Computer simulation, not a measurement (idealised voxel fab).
A process module follows: voxel transistor to metal.
Displayed cross-section: cut, width of 185 nm, square cells sized 5 nm.
Throughout this document, each cross-section is represented as a grid of square cells and is presented as a sequence of bands enumerated from the top downward, where a band comprises one or more rows of cells.
Within each band entry, the heights of the top and of the bottom of the band appear first, in that order and in nm; the materials of the band then follow from left to right, each with its corresponding width in nm. The designation "all across" on a single material indicates that it fills the band from edge to edge; the designation "empty" indicates empty space.
The reference from which all heights are counted is 0, the level beneath which the as-received wafer is entirely one material; the lowest band, having no lower bound, proceeds downward and is written after the example "0 nm and below".
Width "30..40": first value at the band's top row of cells, second value at its bottom row, equal change from row to row.
A step reported as "nothing changed" is a step in which no cell of the cross-section changed.
Each empty space that has no open way to the top and spans at least 8 cells appears under "Sealed void listing" as width x height at distance, the distance counted from the left edge, all in nm.
Where a step's line continues beyond its settings, the continuation is a remark by the simulator itself on that step.
The optional step-line setting "overlay nm" applies to steps with a mask and quantifies how far to the right of its planned location the mask lay, a negative value indicating leftward placement.
Intended process steps
1) RECEIVE with material Si
2) OXIDIZE with depth nm 5
3) CONFORMAL_DEP with material SiN, thk nm 10
4) PATTERN with tone cover, mask id ACTIVE, material resist, width nm 115, thk nm 15, overlay nm 0
5) DIRECTIONAL_ETCH with etch materials SiN, depth nm 10
6) DIRECTIONAL_ETCH with etch materials SiO2, depth nm 5
7) DIRECTIONAL_ETCH with etch materials Si, depth nm 35
8) STRIP with etch materials resist
9) OXIDIZE with depth nm 5
10) FILL_DEP with material SiO2, thk nm 5
11) CMP with height nm 10
12) SELECTIVE_ETCH with etch materials SiO2, depth nm 5
13) STRIP with etch materials SiN
14) SELECTIVE_ETCH with etch materials SiO2, depth nm 5
15) OXIDIZE with depth nm 5
16) DIRECTIONAL_DEP with material polySi, thk nm 25
17) DIRECTIONAL_DEP with material SiCN, thk nm 10
18) MASKED_ETCH with tone cover, mask id GATE, width nm 35, etch materials SiCN, depth nm 20, overlay nm 0
19) MASKED_ETCH with tone cover, mask id GATE, width nm 35, etch materials polySi, depth nm 35, overlay nm 0
20) CONFORMAL_DEP with material SiN, thk nm 10
21) DIRECTIONAL_ETCH with etch materials SiN, depth nm 10
22) DIRECTIONAL_ETCH with etch materials SiO2, depth nm 5
23) DIRECTIONAL_ETCH with etch materials Si, depth nm 10
24) EPI with material pSi, thk nm 15
25) FILL_DEP with material SiO2, thk nm 5
26) CMP with height nm 20
27) STRIP with etch materials polySi
28) SELECTIVE_ETCH with etch materials SiO2, depth nm 5
29) CONFORMAL_DEP with material HfO2, thk nm 5
30) CONFORMAL_DEP with material TiN, thk nm 5
31) FILL_DEP with material W, thk nm 5
32) CMP with height nm 15
33) DIRECTIONAL_DEP with material SiO2, thk nm 10
34) DIRECTIONAL_DEP with material aC, thk nm 15
35) PATTERN with tone open, mask id CONTACT, material resist, width nm 15, pitch nm 90, thk nm 35, overlay nm 0
36) DIRECTIONAL_ETCH with etch materials aC, depth nm 15
37) STRIP with etch materials resist
38) DIRECTIONAL_ETCH with etch materials SiO2, depth nm 30
39) STRIP with etch materials aC
40) CONFORMAL_DEP with material TiN, thk nm 5
41) FILL_DEP with material W, thk nm 10
42) CMP with height nm 25
43) DIRECTIONAL_DEP with material TiN, thk nm 5
44) DIRECTIONAL_DEP with material Ru, thk nm 20
45) MASKED_ETCH with tone cover, mask id METAL_1, width nm 15, pitch nm 90, etch materials Ru, depth nm 20, overlay nm 0
46) MASKED_ETCH with tone cover, mask id METAL_1, width nm 15, pitch nm 90, etch materials TiN, depth nm 5, overlay nm 0
47) CONFORMAL_DEP with material SiN, thk nm 5
48) FILL_DEP with material SiO2, thk nm 10
49) CMP with height nm 50
50) CONFORMAL_DEP with material SiCN, thk nm 5
Cross-section of the wafer as it came to us, i.e., already through step 1
* 0 nm and below: Si all across
* Sealed void listing: none
Below is the wafer in cross-section after the module was completed. It began from the starting point shown above and followed the plan shown above, except that one mistake was made while running it
* 55 nm to 50 nm: SiCN all across
* 50 nm to 30 nm: SiO2=35 / SiN=5 / Ru=15 / SiN=5 / SiO2=65 / SiN=5 / Ru=15 / SiN=5 / SiO2=35
* 30 nm to 25 nm: SiN=40 / TiN=15 / SiN=75 / TiN=15 / SiN=40
* 25 nm to 15 nm: SiO2=40 / TiN=5 / W=5 / TiN=5 / SiO2=75 / TiN=5 / W=5 / TiN=5 / SiO2=40
* 15 nm to 10 nm: SiO2=40 / TiN=5 / W=5 / TiN=5 / SiO2=10 / SiN=10 / HfO2=5 / TiN=5 / W=15 / TiN=5 / HfO2=5 / SiN=10 / SiO2=10 / TiN=5 / W=5 / TiN=5 / SiO2=40
* 10 nm to 5 nm: SiO2=40 / TiN=15 / SiO2=10 / SiN=10 / HfO2=5 / TiN=5 / W=15 / TiN=5 / HfO2=5 / SiN=10 / SiO2=10 / TiN=15 / SiO2=40
* 5 nm to 0 nm: SiO2=30 / pSi=35 / SiN=10 / HfO2=5 / TiN=5 / W=15 / TiN=5 / HfO2=5 / SiN=10 / pSi=35 / SiO2=30
* 0 nm to -5 nm: SiO2=30 / pSi=35 / SiN=10 / HfO2=5 / TiN=25 / HfO2=5 / SiN=10 / pSi=35 / SiO2=30
* -5 nm to -10 nm: SiO2=40 / pSi=25 / SiO2=5 / HfO2=45 / SiO2=5 / pSi=25 / SiO2=40
* -10 nm to -45 nm: SiO2=40 / Si=105 / SiO2=40
* -45 nm and below: Si all across
* Sealed void listing: none
Plan not followed: heads up, step 23 didn't go per plan, it actually ran as DIRECTIONAL_ETCH with etch materials SiN, depth nm 10
